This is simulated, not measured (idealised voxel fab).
process module | voxel self aligned contacts
cross-section cut | 290 nm wide | cells 5 nm
A cross-section is a grid of square cells, given in bands from the top down. A band is one or more rows of cells.
Each band's line starts with the height of the band's top and of its bottom, in nm. Then come its materials from left to right, each with its width in nm. One material with "throughout" fills the band from edge to edge. "air" is empty space.
Height 0 is the level under which the wafer as received is all one material. The lowest band goes on downwards, as in "0 down".
A width such as "30 to 40" changes by the same amount from each row of cells to the next, from the band's top row to its bottom row.
"no change" after a step means that no cell of the cross-section changed.
closed voids: empty space of 8 cells or more with no open way to the top, each as width x height at its distance from the left edge, in nm
after a step's settings: what the simulator itself notes on the step
overlay nm, on a step with a mask: how far to the right of its planned place the mask lay; to the left if negative
plan
1 op RECEIVE | material Si
2 op CONFORMAL_DEP | material SiO2 | thk nm 5
3 op DIRECTIONAL_DEP | material polySi | thk nm 20
4 op DIRECTIONAL_DEP | material SiN | thk nm 25
5 op DIRECTIONAL_DEP | material aC | thk nm 15
6 op PATTERN | tone cover | mask id GATE | material resist | width nm 30 | pitch nm 65 | thk nm 35 | overlay nm 0
7 op DIRECTIONAL_ETCH | etch materials aC | depth nm 15
8 op STRIP | etch materials resist
9 op DIRECTIONAL_ETCH | etch materials SiN | depth nm 25
10 op DIRECTIONAL_ETCH | etch materials polySi | depth nm 20
11 op STRIP | etch materials aC
12 op CONFORMAL_DEP | material SiN | thk nm 10
13 op DIRECTIONAL_ETCH | etch materials SiN | depth nm 10
14 op FILL_DEP | material SiO2 | thk nm 15
15 op CMP | height nm 60
16 op DIRECTIONAL_DEP | material aC | thk nm 10
17 op PATTERN | tone open | mask id CONTACT | material resist | width nm 45 | pitch nm 65 | thk nm 25 | overlay nm 0
18 op DIRECTIONAL_ETCH | etch materials aC | depth nm 10
19 op STRIP | etch materials resist
20 op DIRECTIONAL_ETCH | etch materials SiO2 | depth nm 60
21 op STRIP | etch materials aC
22 op CONFORMAL_DEP | material TiN | thk nm 5
23 op FILL_DEP | material Ru | thk nm 10
24 op CMP | height nm 60
25 op CONFORMAL_DEP | material SiN | thk nm 5
as received, after step 1
  0 down: Si throughout
  closed voids: none
a wafer at the end: this start, this plan, one mistake
  65 to 60: SiN throughout
  60 to 50: SiO2 90 | TiN 5 to 20 | SiN 35 to 5 | TiN 5 to 20 | SiO2 20 | TiN 5 to 20 | SiN 35 to 5 | TiN 5 to 20 | SiO2 90
  50 to 25: SiO2 55 | SiN 50 | TiN 5 | SiN 5 | TiN 5 | SiN 50 | TiN 5 | SiN 5 | TiN 5 | SiN 50 | SiO2 55
  25 to 5: SiO2 55 | SiN 10 | polySi 30 | SiN 10 | TiN 5 | SiN 5 | TiN 5 | SiN 10 | polySi 30 | SiN 10 | TiN 5 | SiN 5 | TiN 5 | SiN 10 | polySi 30 | SiN 10 | SiO2 55
  5 to 0: SiO2 105 | TiN 15 | SiO2 50 | TiN 15 | SiO2 105
  0 down: Si throughout
  closed voids: none
what went wrong: step 23 ran as: op FILL_DEP | material SiN | thk nm 10
